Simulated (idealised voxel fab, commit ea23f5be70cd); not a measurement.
The document below concerns the process module designated voxel capacitor over wiring.
In the cross-section labelled cut, the width is 255 nm and each square cell is 5 nm.
A cross-section in this document is a grid of square cells, and it is written down as bands, the top band listed before the ones below it; a band is made up of one or more rows of cells. Band: top height; bottom height; in nm. Then, left to right: material with width in nm, for each material. "full width": a single material spanning edge to edge. "blank": empty space. All heights in this document are referenced to 0, defined as the level beneath which the wafer, as received, consists entirely of one material. The lowest band is not bounded below; it extends indefinitely downward and is written in the form "0..down". A width given as "30 to 40" starts at the first number in the band's top row and ends at the second number in its bottom row, shifting by an equal amount at every step from row to row. Reading "stayed the same" for a step: not a cell of the cross-section changed in it. What "Closed void entries" gives you is every empty space of 8 cells or more that is cut off from the top. Each appears as width x height at distance, with the distance taken from the left edge and width, height and distance all in nm. Post-settings text on a step line: simulator's own remark regarding the step. overlay nm: step with mask; distance mask lay right of planned place; negative value = left of planned place.

THE PLANNED PROCESS STEPS ARE ENUMERATED HEREUNDER
1,RECEIVE | material Si
2,CONFORMAL_DEP | material SiO2 | thk nm 10
3,DIRECTIONAL_DEP | material TiN | thk nm 5
4,DIRECTIONAL_DEP | material W | thk nm 25
5,MASKED_ETCH | tone cover | mask id METAL_1 | width nm 25 | pitch nm 80 | etch materials W | depth nm 25 | overlay nm 0
6,MASKED_ETCH | tone cover | mask id METAL_1 | width nm 25 | pitch nm 80 | etch materials TiN | depth nm 5 | overlay nm 0
7,CONFORMAL_DEP | material SiCN | thk nm 5
8,FILL_DEP | material lowk | thk nm 10
9,CMP | height nm 40
10,CONFORMAL_DEP | material SiCN | thk nm 5
11,DIRECTIONAL_DEP | material lowk | thk nm 15
12,PATTERN | tone open | mask id PLUG_1 | material resist | width nm 15 | thk nm 20 | overlay nm -15
13,DIRECTIONAL_ETCH | etch materials lowk | depth nm 15
14,DIRECTIONAL_ETCH | etch materials SiCN | depth nm 5
15,STRIP | etch materials resist
16,CONFORMAL_DEP | material TiN | thk nm 5
17,FILL_DEP | material Cu | thk nm 10
18,CMP | height nm 60
19,DIRECTIONAL_DEP | material TiN | thk nm 5
20,DIRECTIONAL_DEP | material HfO2 | thk nm 5
21,DIRECTIONAL_DEP | material TiN | thk nm 5
22,MASKED_ETCH | tone cover | mask id UPPER_PLATE | width nm 60 | etch materials TiN | depth nm 5 | overlay nm 0
23,MASKED_ETCH | tone cover | mask id UPPER_PLATE | width nm 60 | etch materials HfO2 | depth nm 5 | overlay nm 0
24,MASKED_ETCH | tone cover | mask id LOWER_PLATE | width nm 70 | etch materials TiN | depth nm 5 | overlay nm 0
25,FILL_DEP | material SiO2 | thk nm 15
26,CMP | height nm 85
27,MASKED_ETCH | tone open | mask id PLUG_2 | width nm 15 | etch materials SiO2 | depth nm 10 | overlay nm 0
28,CONFORMAL_DEP | material TiN | thk nm 5
29,FILL_DEP | material W | thk nm 10
30,CMP | height nm 85
31,CONFORMAL_DEP | material SiCN | thk nm 5
Be aware that, although all wafers share a common starting state, the overlay nm at step 12 differs among them, and the plan displays the first wafer's value.

CROSS-SECTIONAL VIEW OF THE FIRST OF SEVERAL WAFERS IN THE AS-RECEIVED CONDITION, CORRESPONDING TO THE STATE FOLLOWING STEP 1
0..down = Si full width
Closed void entries: none

THE FIRST OF SEVERAL WAFERS, SEEN IN CROSS-SECTION AFTER THE MODULE'S LAST STEP, STEP 31
90..85 = SiCN full width
85..80 = SiO2 95, TiN 5, W 5, TiN 5, SiO2 145
80..70 = SiO2 95 to 85, TiN 15 to 60, SiO2 145 to 110
70..65 = SiO2 85, HfO2 60, SiO2 110
65..60 = SiO2 80, TiN 70, SiO2 105
60..45 = lowk 70, TiN 5, Cu 5, TiN 5, lowk 170
45..40 = SiCN 70, TiN 15, SiCN 170
40..15 = lowk 70, SiCN 5, W 25, SiCN 5, lowk 45, SiCN 5, W 25, SiCN 5, lowk 70
15..10 = SiCN 75, TiN 25, SiCN 55, TiN 25, SiCN 75
10..0 = SiO2 full width
0..down = Si full width
Closed void entries: none

CROSS-SECTIONAL VIEW, END OF MODULE, LAST WAFER OF SEVERAL
90..85 = SiCN full width
85..80 = SiO2 95, TiN 5, W 5, TiN 5, SiO2 145
80..70 = SiO2 95 to 85, TiN 15 to 60, SiO2 145 to 110
70..65 = SiO2 85, HfO2 60, SiO2 110
65..60 = SiO2 80, TiN 70, SiO2 105
60..45 = lowk 100, TiN 5, Cu 5, TiN 5, lowk 140
45..40 = SiCN 100, TiN 15, SiCN 140
40..15 = lowk 70, SiCN 5, W 25, SiCN 5, lowk 45, SiCN 5, W 25, SiCN 5, lowk 70
15..10 = SiCN 75, TiN 25, SiCN 55, TiN 25, SiCN 75
10..0 = SiO2 full width
0..down = Si full width
Closed void entries: none

BELOW: A ROW PER WAFER. CONTENTS AT END OF MODULE: FOR EVERY MATERIAL, CELLS GAINED SINCE RECEIPT (+) OR LOST SINCE RECEIPT (-); THEN CLOSED VOIDS
overlay nm -15 | +3 Cu | +12 HfO2 | +160 SiCN | +313 SiO2 | +50 TiN | +51 W | +329 lowk | Closed void entries: none
overlay nm -10 | +3 Cu | +12 HfO2 | +160 SiCN | +313 SiO2 | +50 TiN | +51 W | +329 lowk | Closed void entries: none
overlay nm -5 | +3 Cu | +12 HfO2 | +160 SiCN | +313 SiO2 | +50 TiN | +51 W | +329 lowk | Closed void entries: none
overlay nm 0 | +3 Cu | +12 HfO2 | +160 SiCN | +313 SiO2 | +50 TiN | +51 W | +329 lowk | Closed void entries: none
overlay nm 5 | +3 Cu | +12 HfO2 | +160 SiCN | +313 SiO2 | +50 TiN | +51 W | +329 lowk | Closed void entries: none
overlay nm 10 | +3 Cu | +12 HfO2 | +160 SiCN | +313 SiO2 | +50 TiN | +51 W | +329 lowk | Closed void entries: none
overlay nm 15 | +3 Cu | +12 HfO2 | +160 SiCN | +313 SiO2 | +50 TiN | +51 W | +329 lowk | Closed void entries: none
